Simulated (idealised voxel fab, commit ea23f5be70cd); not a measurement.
The name of this process module is voxel self aligned contacts.
We display cut, a cross-section 280 nm in width whose square cells are each 5 nm.
Each cross-section below is a grid of square cells, stated as bands in top-down order, with one or more rows of cells making up each band.
Within each band entry, the heights of the top and of the bottom of the band appear first, in that order and in nm; the materials of the band then follow from left to right, each with its corresponding width in nm. The designation "everywhere" on a single material indicates that it fills the band from edge to edge; the designation "empty" indicates empty space.
All heights in this document are referenced to 0, defined as the level beneath which the wafer, as received, consists entirely of one material. The lowest band is not bounded below; it extends indefinitely downward and is written in the form "0..down".
Top row gets the first number, bottom row gets the second, and each row in between changes by the same step: that is how a band width like "30..40" works.
Reading "no change" for a step: not a cell of the cross-section changed in it.
For the entry "Closed void register", the listed items are empty spaces with no open way to the top whose size is 8 cells or more; each item follows the pattern width x height at distance, where distance is from the left edge and all three are in nm.
Note: text after step settings on the step line = simulator remark on that step.
A step line may carry the setting "overlay nm", which, for steps involving a mask, states the distance by which the mask lay to the right of its intended position; negative values denote displacement to the left.
**Planned process steps**
1. op RECEIVE | material Si
2. op CONFORMAL_DEP | material SiO2 | thk nm 5
3. op DIRECTIONAL_DEP | material polySi | thk nm 20
4. op DIRECTIONAL_DEP | material SiN | thk nm 15
5. op PATTERN | tone cover | mask id GATE | material resist | width nm 25 | pitch nm 50 | thk nm 20 | overlay nm 0
6. op DIRECTIONAL_ETCH | etch materials SiN | depth nm 15
7. op DIRECTIONAL_ETCH | etch materials polySi | depth nm 20
8. op STRIP | etch materials resist
9. op CONFORMAL_DEP | material SiN | thk nm 5
10. op DIRECTIONAL_ETCH | etch materials SiN | depth nm 5
11. op FILL_DEP | material SiO2 | thk nm 15
12. op CMP | height nm 45
13. op MASKED_ETCH | tone open | mask id CONTACT | width nm 35 | etch materials SiO2 | depth nm 45 | overlay nm 0
14. op CONFORMAL_DEP | material TiN | thk nm 5
15. op FILL_DEP | material W | thk nm 10
16. op CMP | height nm 45
17. op CONFORMAL_DEP | material SiCN | thk nm 5
**Step 1 complete: cross-section of the wafer as received**
  0..down: Si everywhere
  Closed void register: none
**As-planned run: cross-section of the first of two wafers at end of module**
  50..45: SiCN everywhere
  45..40: SiO2: 120 | TiN: 15 | W: 5 | TiN: 15 | SiO2: 125
  40..25: SiO2: 95 | SiN: 35 | TiN: 5 | W: 5 | TiN: 5 | SiN: 35 | SiO2: 100
  25..5: SiO2: 95 | SiN: 5 | polySi: 25 | SiN: 5 | TiN: 5 | W: 5 | TiN: 5 | SiN: 5 | polySi: 25 | SiN: 5 | SiO2: 100
  5..0: SiO2: 130 | TiN: 15 | SiO2: 135
  0..down: Si everywhere
  Closed void register: none
**Second of two wafers, module complete, sectioned: it shares the first wafer's start and plan but was run with one mistake**
  50..45: SiCN everywhere
  45..35: SiO2: 120 | TiN: 5..10 | W: 25..15 | TiN: 5..10 | SiO2: 125
  35..25: SiO2: 100 | SiN: 25 | TiN: 5 | W: 15 | TiN: 5 | SiN: 25 | SiO2: 105
  25..5: SiO2: 100 | polySi: 25 | TiN: 5 | W: 15 | TiN: 5 | polySi: 25 | SiO2: 105
  5..0: SiO2: 125 | TiN: 25 | SiO2: 130
  0..down: Si everywhere
  Closed void register: none
Which mistake was made when the wafer was run? step 9 of the plan was omitted and not executed
Looking at both finished wafers in cells, the second ends up ahead of or behind the first on some materials: SiN -38, SiO2 +20, W +18
